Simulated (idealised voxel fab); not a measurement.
Module name: voxel gate over fins (process module)
The figure presents cross-section cut, which has a width of 250 nm and is divided into square cells with an edge length of 5 nm.
A cross-section is written here as square cells arranged in a grid, and it is given in bands from the top down, each band taking up one or more rows of cells.
The band entry comprises the height of the band's top followed by the height of its bottom, expressed in nm, and subsequently the band's materials from left to right, each stated together with its width in nm. Where a single material is marked with the word "edge to edge", that material fills the band from edge to edge. The word "blank" represents empty space.
Where do heights start? At 0: under that level the wafer as delivered is made of one material only. And the lowest band has no floor; it just carries on downward, as in "0 down".
A two-number width, for instance "30..40", indicates that the width is equal to the first number in the top row of the band and to the second number in the bottom row, and that it changes by a constant amount per row of cells.
Reading "remains unaltered" for a step: not a cell of the cross-section changed in it.
So "Tabulated closed voids" is basically the list of trapped voids: any empty space of 8 cells or more that can't reach the top through an opening. They're written width x height at distance, the distance being from the left edge, and it's all nm.
Anything after a step's settings on that line? It's the simulator's own note about the step.
If you see "overlay nm" on a step's line and that step has a mask, it's telling you how far right of where it was planned the mask ended up; a negative number means it went left instead.

Process steps - plan
1) RECEIVE, material Si
2) CONFORMAL_DEP, material SiN, thk nm 10
3) DIRECTIONAL_DEP, material aC, thk nm 10
4) PATTERN, tone cover, mask id FINS, material resist, width nm 15, pitch nm 50, thk nm 25, overlay nm 0
5) DIRECTIONAL_ETCH, etch materials aC, depth nm 10
6) STRIP, etch materials resist
7) DIRECTIONAL_ETCH, etch materials SiN, depth nm 10
8) DIRECTIONAL_ETCH, etch materials Si, depth nm 35
9) STRIP, etch materials aC
10) FILL_DEP, material SiO2, thk nm 5
11) CMP, height nm 10
12) MASKED_ETCH, tone open, mask id RAIL, width nm 15, etch materials SiO2, depth nm 40, overlay nm 0
13) CONFORMAL_DEP, material TiN, thk nm 5
14) FILL_DEP, material Ru, thk nm 10
15) CMP, height nm 10
16) SELECTIVE_ETCH, etch materials W Ru TiN, depth nm 35
17) FILL_DEP, material SiO2, thk nm 5
18) CMP, height nm 10
19) SELECTIVE_ETCH, etch materials SiO2, depth nm 25
20) STRIP, etch materials SiN
21) CONFORMAL_DEP, material HfO2, thk nm 5
22) CONFORMAL_DEP, material TiN, thk nm 5
23) CONFORMAL_DEP, material TiAl, thk nm 5
24) CONFORMAL_DEP, material TiN, thk nm 5
25) FILL_DEP, material W, thk nm 10
26) CMP, height nm 25
27) CONFORMAL_DEP, material SiCN, thk nm 5

First of the two wafers, run per plan

Shown in cross-section is the wafer as received, that is, as it stands after step 1
	0 down: Si edge to edge
	Tabulated closed voids: none

Cross-section of the wafer subsequent to step 2
	10 to 0: SiN edge to edge
	Below a height of 0, the structure has not been altered.

Cross-section of the wafer subsequent to step 3
	20 to 10: aC edge to edge
	Below a height of 10, the structure has not been altered.

Cross-section of the wafer subsequent to step 4
	45 to 20: 90 nm blank / 15 nm resist / 35 nm blank / 15 nm resist / 95 nm blank
	Below a height of 20, the structure has not been altered.

Cross-section of the wafer subsequent to step 5
	35 to 20: 90 nm blank / 15 nm resist / 35 nm blank / 15 nm resist / 95 nm blank
	20 to 10: 90 nm blank / 15 nm aC / 35 nm blank / 15 nm aC / 95 nm blank
	Below a height of 10, the structure has not been altered.

Cross-section of the wafer subsequent to step 6
	20 to 10: 90 nm blank / 15 nm aC / 35 nm blank / 15 nm aC / 95 nm blank
	Below a height of 10, the structure has not been altered.

Cross-section of the wafer subsequent to step 7
	20 to 10: 90 nm blank / 15 nm aC / 35 nm blank / 15 nm aC / 95 nm blank
	10 to 0: 90 nm blank / 15 nm SiN / 35 nm blank / 15 nm SiN / 95 nm blank
	Below a height of 0, the structure has not been altered.

Cross-section of the wafer subsequent to step 8
	20 to 10: 90 nm blank / 15 nm aC / 35 nm blank / 15 nm aC / 95 nm blank
	10 to 0: 90 nm blank / 15 nm SiN / 35 nm blank / 15 nm SiN / 95 nm blank
	0 to -35: 90 nm blank / 15 nm Si / 35 nm blank / 15 nm Si / 95 nm blank
	Below a height of -35, the structure has not been altered.

Cross-section of the wafer subsequent to step 9
	10 to 0: 90 nm blank / 15 nm SiN / 35 nm blank / 15 nm SiN / 95 nm blank
	Below a height of 0, the structure has not been altered.

Cross-section of the wafer subsequent to step 10
	15 to 10: SiO2 edge to edge
	10 to 0: 90 nm SiO2 / 15 nm SiN / 35 nm SiO2 / 15 nm SiN / 95 nm SiO2
	0 to -35: 90 nm SiO2 / 15 nm Si / 35 nm SiO2 / 15 nm Si / 95 nm SiO2
	Below a height of -35, the structure has not been altered.

Cross-section of the wafer subsequent to step 11
	10 to 0: 90 nm SiO2 / 15 nm SiN / 35 nm SiO2 / 15 nm SiN / 95 nm SiO2
	Below a height of 0, the structure has not been altered.

Cross-section of the wafer subsequent to step 12
	10 to 0: 90 nm SiO2 / 15 nm SiN / 10 nm SiO2 / 15 nm blank / 10 nm SiO2 / 15 nm SiN / 95 nm SiO2
	0 to -30: 90 nm SiO2 / 15 nm Si / 10 nm SiO2 / 15 nm blank / 10 nm SiO2 / 15 nm Si / 95 nm SiO2
	Below a height of -30, the structure has not been altered.

Cross-section of the wafer subsequent to step 13
	15 to 10: 120 nm TiN / 5 nm blank / 125 nm TiN
	10 to 0: 90 nm SiO2 / 15 nm SiN / 10 nm SiO2 / 5 nm TiN / 5 nm blank / 5 nm TiN / 10 nm SiO2 / 15 nm SiN / 95 nm SiO2
	0 to -25: 90 nm SiO2 / 15 nm Si / 10 nm SiO2 / 5 nm TiN / 5 nm blank / 5 nm TiN / 10 nm SiO2 / 15 nm Si / 95 nm SiO2
	-25 to -30: 90 nm SiO2 / 15 nm Si / 10 nm SiO2 / 15 nm TiN / 10 nm SiO2 / 15 nm Si / 95 nm SiO2
	Below a height of -30, the structure has not been altered.

Cross-section of the wafer subsequent to step 14
	25 to 15: Ru edge to edge
	15 to 10: 120 nm TiN / 5 nm Ru / 125 nm TiN
	10 to 0: 90 nm SiO2 / 15 nm SiN / 10 nm SiO2 / 5 nm TiN / 5 nm Ru / 5 nm TiN / 10 nm SiO2 / 15 nm SiN / 95 nm SiO2
	0 to -25: 90 nm SiO2 / 15 nm Si / 10 nm SiO2 / 5 nm TiN / 5 nm Ru / 5 nm TiN / 10 nm SiO2 / 15 nm Si / 95 nm SiO2
	Below a height of -25, the structure has not been altered.

Cross-section of the wafer subsequent to step 15
	10 to 0: 90 nm SiO2 / 15 nm SiN / 10 nm SiO2 / 5 nm TiN / 5 nm Ru / 5 nm TiN / 10 nm SiO2 / 15 nm SiN / 95 nm SiO2
	Below a height of 0, the structure has not been altered.

Cross-section of the wafer subsequent to step 16
	10 to 0: 90 nm SiO2 / 15 nm SiN / 10 nm SiO2 / 15 nm blank / 10 nm SiO2 / 15 nm SiN / 95 nm SiO2
	0 to -25: 90 nm SiO2 / 15 nm Si / 10 nm SiO2 / 15 nm blank / 10 nm SiO2 / 15 nm Si / 95 nm SiO2
	Below a height of -25, the structure has not been altered.

Cross-section of the wafer subsequent to step 17
	15 to 10: SiO2 edge to edge
	10 to 0: 90 nm SiO2 / 15 nm SiN / 35 nm SiO2 / 15 nm SiN / 95 nm SiO2
	0 to -25: 90 nm SiO2 / 15 nm Si / 35 nm SiO2 / 15 nm Si / 95 nm SiO2
	Below a height of -25, the structure has not been altered.

Cross-section of the wafer subsequent to step 18
	10 to 0: 90 nm SiO2 / 15 nm SiN / 35 nm SiO2 / 15 nm SiN / 95 nm SiO2
	Below a height of 0, the structure has not been altered.

Cross-section of the wafer subsequent to step 19
	10 to 0: 90 nm blank / 15 nm SiN / 35 nm blank / 15 nm SiN / 95 nm blank
	0 to -15: 90 nm blank / 15 nm Si / 35 nm blank / 15 nm Si / 95 nm blank
	Below a height of -15, the structure has not been altered.

Cross-section of the wafer subsequent to step 20
	0 to -15: 90 nm blank / 15 nm Si / 35 nm blank / 15 nm Si / 95 nm blank
	Below a height of -15, the structure has not been altered.

Cross-section of the wafer subsequent to step 21
	5 to 0: 85 nm blank / 25 nm HfO2 / 25 nm blank / 25 nm HfO2 / 90 nm blank
	0 to -10: 85 nm blank / 5 nm HfO2 / 15 nm Si / 5 nm HfO2 / 25 nm blank / 5 nm HfO2 / 15 nm Si / 5 nm HfO2 / 90 nm blank
	-10 to -15: 90 nm HfO2 / 15 nm Si / 35 nm HfO2 / 15 nm Si / 95 nm HfO2
	Below a height of -15, the structure has not been altered.

Cross-section of the wafer subsequent to step 22
	10 to 5: 80 nm blank / 35 nm TiN / 15 nm blank / 35 nm TiN / 85 nm blank
	5 to 0: 80 nm blank / 5 nm TiN / 25 nm HfO2 / 5 nm TiN / 15 nm blank / 5 nm TiN / 25 nm HfO2 / 5 nm TiN / 85 nm blank
	0 to -5: 80 nm blank / 5 nm TiN / 5 nm HfO2 / 15 nm Si / 5 nm HfO2 / 5 nm TiN / 15 nm blank / 5 nm TiN / 5 nm HfO2 / 15 nm Si / 5 nm HfO2 / 5 nm TiN / 85 nm blank
	-5 to -10: 85 nm TiN / 5 nm HfO2 / 15 nm Si / 5 nm HfO2 / 25 nm TiN / 5 nm HfO2 / 15 nm Si / 5 nm HfO2 / 90 nm TiN
	Below a height of -10, the structure has not been altered.

Cross-section of the wafer subsequent to step 23
	15 to 10: 75 nm blank / 45 nm TiAl / 5 nm blank / 45 nm TiAl / 80 nm blank
	10 to 5: 75 nm blank / 5 nm TiAl / 35 nm TiN / 5 nm TiAl / 5 nm blank / 5 nm TiAl / 35 nm TiN / 5 nm TiAl / 80 nm blank
	5 to 0: 75 nm blank / 5 nm TiAl / 5 nm TiN / 25 nm HfO2 / 5 nm TiN / 5 nm TiAl / 5 nm blank / 5 nm TiAl / 5 nm TiN / 25 nm HfO2 / 5 nm TiN / 5 nm TiAl / 80 nm blank
	0 to -5: 80 nm TiAl / 5 nm TiN / 5 nm HfO2 / 15 nm Si / 5 nm HfO2 / 5 nm TiN / 15 nm TiAl / 5 nm TiN / 5 nm HfO2 / 15 nm Si / 5 nm HfO2 / 5 nm TiN / 85 nm TiAl
	Below a height of -5, the structure has not been altered.

Cross-section of the wafer subsequent to step 24
	20 to 15: 70 nm blank / 105 nm TiN / 75 nm blank
	15 to 10: 70 nm blank / 5 nm TiN / 45 nm TiAl / 5 nm TiN / 45 nm TiAl / 5 nm TiN / 75 nm blank
	10 to 5: 70 nm blank / 5 nm TiN / 5 nm TiAl / 35 nm TiN / 5 nm TiAl / 5 nm TiN / 5 nm TiAl / 35 nm TiN / 5 nm TiAl / 5 nm TiN / 75 nm blank
	5 to 0: 75 nm TiN / 5 nm TiAl / 5 nm TiN / 25 nm HfO2 / 5 nm TiN / 5 nm TiAl / 5 nm TiN / 5 nm TiAl / 5 nm TiN / 25 nm HfO2 / 5 nm TiN / 5 nm TiAl / 80 nm TiN
	Below a height of 0, the structure has not been altered.

Cross-section of the wafer subsequent to step 25
	30 to 20: W edge to edge
	20 to 15: 70 nm W / 105 nm TiN / 75 nm W
	15 to 10: 70 nm W / 5 nm TiN / 45 nm TiAl / 5 nm TiN / 45 nm TiAl / 5 nm TiN / 75 nm W
	10 to 5: 70 nm W / 5 nm TiN / 5 nm TiAl / 35 nm TiN / 5 nm TiAl / 5 nm TiN / 5 nm TiAl / 35 nm TiN / 5 nm TiAl / 5 nm TiN / 75 nm W
	Below a height of 5, the structure has not been altered.

Cross-section of the wafer subsequent to step 26
	25 to 20: W edge to edge
	Below a height of 20, the structure has not been altered.

Cross-section of the wafer subsequent to step 27
	30 to 25: SiCN edge to edge
	Below a height of 25, the structure has not been altered.

Second wafer, same starting state and plan as the first, one mistake in the run, identical through step 18

When step 19 should have ended
	10 to 0: 90 nm SiO2 / 15 nm blank / 35 nm SiO2 / 15 nm blank / 95 nm SiO2
	Below a height of 0, the structure has not been altered.

When step 20 should have ended
	0 to -15: 90 nm blank / 15 nm Si / 35 nm blank / 15 nm Si / 95 nm blank
	-15 to -25: 65 nm SiO2 / 25 nm blank / 15 nm Si / 35 nm blank / 15 nm Si / 25 nm blank / 70 nm SiO2
	Below a height of -25, the structure has not been altered.

When step 21 should have ended
	5 to 0: 85 nm blank / 25 nm HfO2 / 25 nm blank / 25 nm HfO2 / 90 nm blank
	0 to -10: 85 nm blank / 5 nm HfO2 / 15 nm Si / 5 nm HfO2 / 25 nm blank / 5 nm HfO2 / 15 nm Si / 5 nm HfO2 / 90 nm blank
	-10 to -15: 70 nm HfO2 / 15 nm blank / 5 nm HfO2 / 15 nm Si / 5 nm HfO2 / 25 nm blank / 5 nm HfO2 / 15 nm Si / 5 nm HfO2 / 15 nm blank / 75 nm HfO2
	-15 to -20: 65 nm SiO2 / 5 nm HfO2 / 15 nm blank / 5 nm HfO2 / 15 nm Si / 5 nm HfO2 / 25 nm blank / 5 nm HfO2 / 15 nm Si / 5 nm HfO2 / 15 nm blank / 5 nm HfO2 / 70 nm SiO2
	-20 to -25: 65 nm SiO2 / 25 nm HfO2 / 15 nm Si / 35 nm HfO2 / 15 nm Si / 25 nm HfO2 / 70 nm SiO2
	Below a height of -25, the structure has not been altered.

When step 22 should have ended
	10 to 5: 80 nm blank / 35 nm TiN / 15 nm blank / 35 nm TiN / 85 nm blank
	5 to 0: 80 nm blank / 5 nm TiN / 25 nm HfO2 / 5 nm TiN / 15 nm blank / 5 nm TiN / 25 nm HfO2 / 5 nm TiN / 85 nm blank
	0 to -5: 80 nm blank / 5 nm TiN / 5 nm HfO2 / 15 nm Si / 5 nm HfO2 / 5 nm TiN / 15 nm blank / 5 nm TiN / 5 nm HfO2 / 15 nm Si / 5 nm HfO2 / 5 nm TiN / 85 nm blank
	-5 to -10: 75 nm TiN / 5 nm blank / 5 nm TiN / 5 nm HfO2 / 15 nm Si / 5 nm HfO2 / 5 nm TiN / 15 nm blank / 5 nm TiN / 5 nm HfO2 / 15 nm Si / 5 nm HfO2 / 5 nm TiN / 5 nm blank / 80 nm TiN
	-10 to -15: 70 nm HfO2 / 5 nm TiN / 5 nm blank / 5 nm TiN / 5 nm HfO2 / 15 nm Si / 5 nm HfO2 / 5 nm TiN / 15 nm blank / 5 nm TiN / 5 nm HfO2 / 15 nm Si / 5 nm HfO2 / 5 nm TiN / 5 nm blank / 5 nm TiN / 75 nm HfO2
	-15 to -20: 65 nm SiO2 / 5 nm HfO2 / 15 nm TiN / 5 nm HfO2 / 15 nm Si / 5 nm HfO2 / 25 nm TiN / 5 nm HfO2 / 15 nm Si / 5 nm HfO2 / 15 nm TiN / 5 nm HfO2 / 70 nm SiO2
	Below a height of -20, the structure has not been altered.

When step 23 should have ended
	15 to 10: 75 nm blank / 45 nm TiAl / 5 nm blank / 45 nm TiAl / 80 nm blank
	10 to 5: 75 nm blank / 5 nm TiAl / 35 nm TiN / 5 nm TiAl / 5 nm blank / 5 nm TiAl / 35 nm TiN / 5 nm TiAl / 80 nm blank
	5 to 0: 75 nm blank / 5 nm TiAl / 5 nm TiN / 25 nm HfO2 / 5 nm TiN / 5 nm TiAl / 5 nm blank / 5 nm TiAl / 5 nm TiN / 25 nm HfO2 / 5 nm TiN / 5 nm TiAl / 80 nm blank
	0 to -5: 80 nm TiAl / 5 nm TiN / 5 nm HfO2 / 15 nm Si / 5 nm HfO2 / 5 nm TiN / 5 nm TiAl / 5 nm blank / 5 nm TiAl / 5 nm TiN / 5 nm HfO2 / 15 nm Si / 5 nm HfO2 / 5 nm TiN / 85 nm TiAl
	-5 to -10: 75 nm TiN / 5 nm TiAl / 5 nm TiN / 5 nm HfO2 / 15 nm Si / 5 nm HfO2 / 5 nm TiN / 5 nm TiAl / 5 nm blank / 5 nm TiAl / 5 nm TiN / 5 nm HfO2 / 15 nm Si / 5 nm HfO2 / 5 nm TiN / 5 nm TiAl / 80 nm TiN
	-10 to -15: 70 nm HfO2 / 5 nm TiN / 5 nm TiAl / 5 nm TiN / 5 nm HfO2 / 15 nm Si / 5 nm HfO2 / 5 nm TiN / 15 nm TiAl / 5 nm TiN / 5 nm HfO2 / 15 nm Si / 5 nm HfO2 / 5 nm TiN / 5 nm TiAl / 5 nm TiN / 75 nm HfO2
	Below a height of -15, the structure has not been altered.

When step 24 should have ended
	20 to 15: 70 nm blank / 105 nm TiN / 75 nm blank
	15 to 10: 70 nm blank / 5 nm TiN / 45 nm TiAl / 5 nm TiN / 45 nm TiAl / 5 nm TiN / 75 nm blank
	10 to 5: 70 nm blank / 5 nm TiN / 5 nm TiAl / 35 nm TiN / 5 nm TiAl / 5 nm TiN / 5 nm TiAl / 35 nm TiN / 5 nm TiAl / 5 nm TiN / 75 nm blank
	5 to 0: 75 nm TiN / 5 nm TiAl / 5 nm TiN / 25 nm HfO2 / 5 nm TiN / 5 nm TiAl / 5 nm TiN / 5 nm TiAl / 5 nm TiN / 25 nm HfO2 / 5 nm TiN / 5 nm TiAl / 80 nm TiN
	0 to -5: 80 nm TiAl / 5 nm TiN / 5 nm HfO2 / 15 nm Si / 5 nm HfO2 / 5 nm TiN / 5 nm TiAl / 5 nm TiN / 5 nm TiAl / 5 nm TiN / 5 nm HfO2 / 15 nm Si / 5 nm HfO2 / 5 nm TiN / 85 nm TiAl
	-5 to -10: 75 nm TiN / 5 nm TiAl / 5 nm TiN / 5 nm HfO2 / 15 nm Si / 5 nm HfO2 / 5 nm TiN / 5 nm TiAl / 5 nm TiN / 5 nm TiAl / 5 nm TiN / 5 nm HfO2 / 15 nm Si / 5 nm HfO2 / 5 nm TiN / 5 nm TiAl / 80 nm TiN
	Below a height of -10, the structure has not been altered.

When step 25 should have ended
	30 to 20: W edge to edge
	20 to 15: 70 nm W / 105 nm TiN / 75 nm W
	15 to 10: 70 nm W / 5 nm TiN / 45 nm TiAl / 5 nm TiN / 45 nm TiAl / 5 nm TiN / 75 nm W
	10 to 5: 70 nm W / 5 nm TiN / 5 nm TiAl / 35 nm TiN / 5 nm TiAl / 5 nm TiN / 5 nm TiAl / 35 nm TiN / 5 nm TiAl / 5 nm TiN / 75 nm W
	Below a height of 5, the structure has not been altered.

When step 26 should have ended
	25 to 20: W edge to edge
	Below a height of 20, the structure has not been altered.

When step 27 should have ended
	30 to 25: SiCN edge to edge
	Below a height of 25, the structure has not been altered.
Diagnosis: a sequencing error occurred in which plan steps 19 and 20 were transposed
End of process, cell counts, second wafer against first, materials with more or fewer: 12 more of HfO2, 34 fewer of SiO2, 8 more of TiAl, 14 more of TiN
